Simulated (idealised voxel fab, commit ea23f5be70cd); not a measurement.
voxel ribs on slabs: a process module
255 nm wide, 5 nm square cells: that's cross-section cut.
A cross-section is a grid of square cells, given in bands from the top down. A band is one or more rows of cells.
Look at the band entry: it leads with the top's height and the bottom's height in nm. Then it lists the materials left to right, with a width in nm for each. The word "everywhere" on a single material says that material fills the band edge to edge. The word "blank" is empty space.
Height 0 is the level under which the wafer as received is all one material. The lowest band goes on downwards, as in "0 and below".
Think of "30 to 40" as a width that walks from the first number to the second as you go down the band, top row to bottom row, taking equal-sized steps from row to row.
The designation "no alterations made", where it is given for a processing step, indicates that no cell of the cross-section was altered in the course of that step.
"Enclosed void listing" lists enclosed empty spaces (at least 8 cells, no open path upward to the top), each as width x height at distance from the left edge, in nm.
after a step's settings: what the simulator itself notes on the step
The setting "overlay nm" may be written on the line of a step. When the step uses a mask, the value reports how far to the right of the planned place the mask lay, and a negative value reports that it lay to the left.

**The process steps that were planned are listed below**
1) RECEIVE: material Si
2) DIRECTIONAL_DEP: material SiO2, thk nm 25
3) DIRECTIONAL_DEP: material polySi, thk nm 25
4) MASKED_ETCH: tone cover, mask id RIB, width nm 20, etch materials polySi, depth nm 5, overlay nm 0
5) DIRECTIONAL_DEP: material aC, thk nm 15
6) PATTERN: tone cover, mask id SLAB, material resist, width nm 70, thk nm 30, overlay nm 0
7) DIRECTIONAL_ETCH: etch materials aC, depth nm 15
8) STRIP: etch materials resist
9) DIRECTIONAL_ETCH: etch materials polySi, depth nm 20
10) STRIP: etch materials aC
11) FILL_DEP: material SiO2, thk nm 15
12) CMP: height nm 60
13) DIRECTIONAL_DEP: material TiN, thk nm 5
14) MASKED_ETCH: tone cover, mask id HEATER, width nm 30, etch materials TiN, depth nm 5, overlay nm 0
15) CONFORMAL_DEP: material SiO2, thk nm 10

**Here's what the wafer looked like in cross-section when it arrived - that's after step 1**
- 0 and below | Si everywhere
- Enclosed void listing: none

**End-of-module XS, first of two wafers, run as planned**
- 75 down to 70 | blank 100, then SiO2 50, then blank 105
- 70 down to 65 | SiO2 everywhere
- 65 down to 60 | SiO2 110, then TiN 30, then SiO2 115
- 60 down to 50 | SiO2 everywhere
- 50 down to 45 | SiO2 115, then polySi 20, then SiO2 120
- 45 down to 25 | SiO2 90, then polySi 70, then SiO2 95
- 25 down to 0 | SiO2 everywhere
- 0 and below | Si everywhere
- Enclosed void listing: none

**Second wafer of the two, sectioned at the end of the module. It began like the first and followed the same plan, but one mistake was made while running it**
- 65 down to 60 | blank 110, then TiN 30, then blank 115
- 60 down to 50 | SiO2 everywhere
- 50 down to 45 | SiO2 115, then polySi 20, then SiO2 120
- 45 down to 25 | SiO2 90, then polySi 70, then SiO2 95
- 25 down to 0 | SiO2 everywhere
- 0 and below | Si everywhere
- Enclosed void listing: none
Against the plan, the run slipped here: step 15 of the plan was omitted and not executed
End of process, cell counts, second wafer against first, materials with more or fewer: 106 fewer of SiO2
